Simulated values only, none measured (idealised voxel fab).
The process module that follows is named voxel self aligned vias.
Square cell edge 5 nm, section width 155 nm, ID cut.
Notation: cross-section as square-cell grid; stated in bands, top first, going down; one or more cell rows per band. Heads up on the band format: heights come first, top then bottom, in nm. After that it's the materials left to right, each with its width in nm. A single material flagged "everywhere" fills the whole band edge to edge, and "air" means there's empty space there. All heights in this document are referenced to 0, defined as the level beneath which the wafer, as received, consists entirely of one material. The lowest band is not bounded below; it extends indefinitely downward and is written in the form "0..down". The notation "30 to 40" denotes a width that varies across the rows of cells in the band, beginning at the first number in the top row, finishing at the second number in the bottom row, and changing by an identical amount from each row to the next. "no alterations made" after a step means that no cell of the cross-section changed. Closed empty spaces (no open way to the top) of 8 cells or more are what "Closed void roster" lists, each as width x height at distance from the left edge, nm for all three. It should be noted that, on the line of a given step, the content following the step's settings is a remark produced by the simulator itself with respect to that step. For masked steps, "overlay nm" on the step line gives how far right of plan the mask actually lay; a minus sign means it lay to the left. Pairs follow: section before one process step, section after it down to the lowest changed band, step with settings underneath. Pairs may come from different runs of this module on the same starting wafer; continuity with the pair above only as stated in the "Incoming profile" entry.

## Incoming profile
* 55..40  lowk everywhere
* 40..35  30 nm lowk  5 nm SiN  10 nm Ru  5 nm SiN  50 nm lowk  5 nm SiN  10 nm Ru  5 nm SiN  35 nm lowk
* 35..20  30 nm lowk  5 nm TiN  10 nm Ru  5 nm TiN  50 nm lowk  5 nm TiN  10 nm Ru  5 nm TiN  35 nm lowk
* 20..15  30 nm lowk  20 nm TiN  50 nm lowk  20 nm TiN  35 nm lowk
* 15..10  SiCN everywhere
* 10..0  SiO2 everywhere
* 0..down  Si everywhere
* Closed void roster: none

## Post-Step Section View
* 55..40  20 nm lowk  40 nm air  95 nm lowk
* Anything lower than 40 is untouched.
* Closed void roster: none
Between before and after, shown above: MASKED_ETCH (tone open; mask id VIAS; width nm 40; etch materials lowk; depth nm 15; overlay nm 0)

Incoming profile: see the after view in the pair directly above.

## Post-Step Section View
* 55..40  20 nm lowk  40 nm air  95 nm lowk
* 40..35  30 nm lowk  5 nm air  10 nm Ru  5 nm air  50 nm lowk  5 nm SiN  10 nm Ru  5 nm SiN  35 nm lowk
* Anything lower than 35 is untouched.
* Closed void roster: none
Between before and after, shown above: MASKED_ETCH (tone open; mask id VIAS; width nm 40; etch materials SiN; depth nm 5; overlay nm 0)

Incoming profile: see the after view in the pair directly above.

## Post-Step Section View
* 60..55  25 nm TiN  30 nm air  100 nm TiN
* 55..45  20 nm lowk  5 nm TiN  30 nm air  5 nm TiN  95 nm lowk
* 45..40  20 nm lowk  40 nm TiN  95 nm lowk
* 40..35  30 nm lowk  5 nm TiN  10 nm Ru  5 nm TiN  50 nm lowk  5 nm SiN  10 nm Ru  5 nm SiN  35 nm lowk
* Anything lower than 35 is untouched.
* Closed void roster: none
Between before and after, shown above: CONFORMAL_DEP (material TiN; thk nm 5)

Incoming profile: see the after view in the pair directly above.

## Post-Step Section View
* 70..60  Cu everywhere
* 60..55  25 nm TiN  30 nm Cu  100 nm TiN
* 55..45  20 nm lowk  5 nm TiN  30 nm Cu  5 nm TiN  95 nm lowk
* Anything lower than 45 is untouched.
* Closed void roster: none
Between before and after, shown above: FILL_DEP (material Cu; thk nm 10)

Incoming profile: see the after view in the pair directly above.

## Post-Step Section View
* 55..45  20 nm lowk  5 nm TiN  30 nm Cu  5 nm TiN  95 nm lowk
* Anything lower than 45 is untouched.
* Closed void roster: none
Between before and after, shown above: CMP (height nm 55)

Incoming profile: see the after view in the pair directly above.

## Post-Step Section View
* 60..55  SiN everywhere
* Anything lower than 55 is untouched.
* Closed void roster: none
Between before and after, shown above: CONFORMAL_DEP (material SiN; thk nm 5)

## Incoming profile
* 55..40  lowk everywhere
* 40..35  30 nm lowk  20 nm SiN  50 nm lowk  20 nm SiN  35 nm lowk
* 35..20  30 nm lowk  5 nm TiN  10 nm Ru  5 nm TiN  50 nm lowk  5 nm TiN  10 nm Ru  5 nm TiN  35 nm lowk
* 20..15  30 nm lowk  20 nm TiN  50 nm lowk  20 nm TiN  35 nm lowk
* 15..10  SiCN everywhere
* 10..0  SiO2 everywhere
* 0..down  Si everywhere
* Closed void roster: none

## Post-Step Section View
* 55..40  20 nm air  40 nm lowk  95 nm air
* Anything lower than 40 is untouched.
* Closed void roster: none
Between before and after, shown above: MASKED_ETCH (tone cover; mask id VIAS; width nm 40; etch materials lowk; depth nm 15; overlay nm 0)

Incoming profile: see the after view in the pair directly above.

## Post-Step Section View
* 60..55  15 nm air  50 nm TiN  90 nm air
* 55..45  15 nm air  5 nm TiN  40 nm lowk  5 nm TiN  90 nm air
* 45..40  20 nm TiN  40 nm lowk  95 nm TiN
* Anything lower than 40 is untouched.
* Closed void roster: none
Between before and after, shown above: CONFORMAL_DEP (material TiN; thk nm 5)

Incoming profile: see the after view in the pair directly above.

## Post-Step Section View
* 70..60  Cu everywhere
* 60..55  15 nm Cu  50 nm TiN  90 nm Cu
* 55..45  15 nm Cu  5 nm TiN  40 nm lowk  5 nm TiN  90 nm Cu
* Anything lower than 45 is untouched.
* Closed void roster: none
Between before and after, shown above: FILL_DEP (material Cu; thk nm 10)

Incoming profile: see the after view in the pair directly above.

## Post-Step Section View
* 55..45  15 nm Cu  5 nm TiN  40 nm lowk  5 nm TiN  90 nm Cu
* Anything lower than 45 is untouched.
* Closed void roster: none
Between before and after, shown above: CMP (height nm 55)

Incoming profile: see the after view in the pair directly above.

## Post-Step Section View
* 60..55  SiN everywhere
* Anything lower than 55 is untouched.
* Closed void roster: none
Between before and after, shown above: CONFORMAL_DEP (material SiN; thk nm 5)
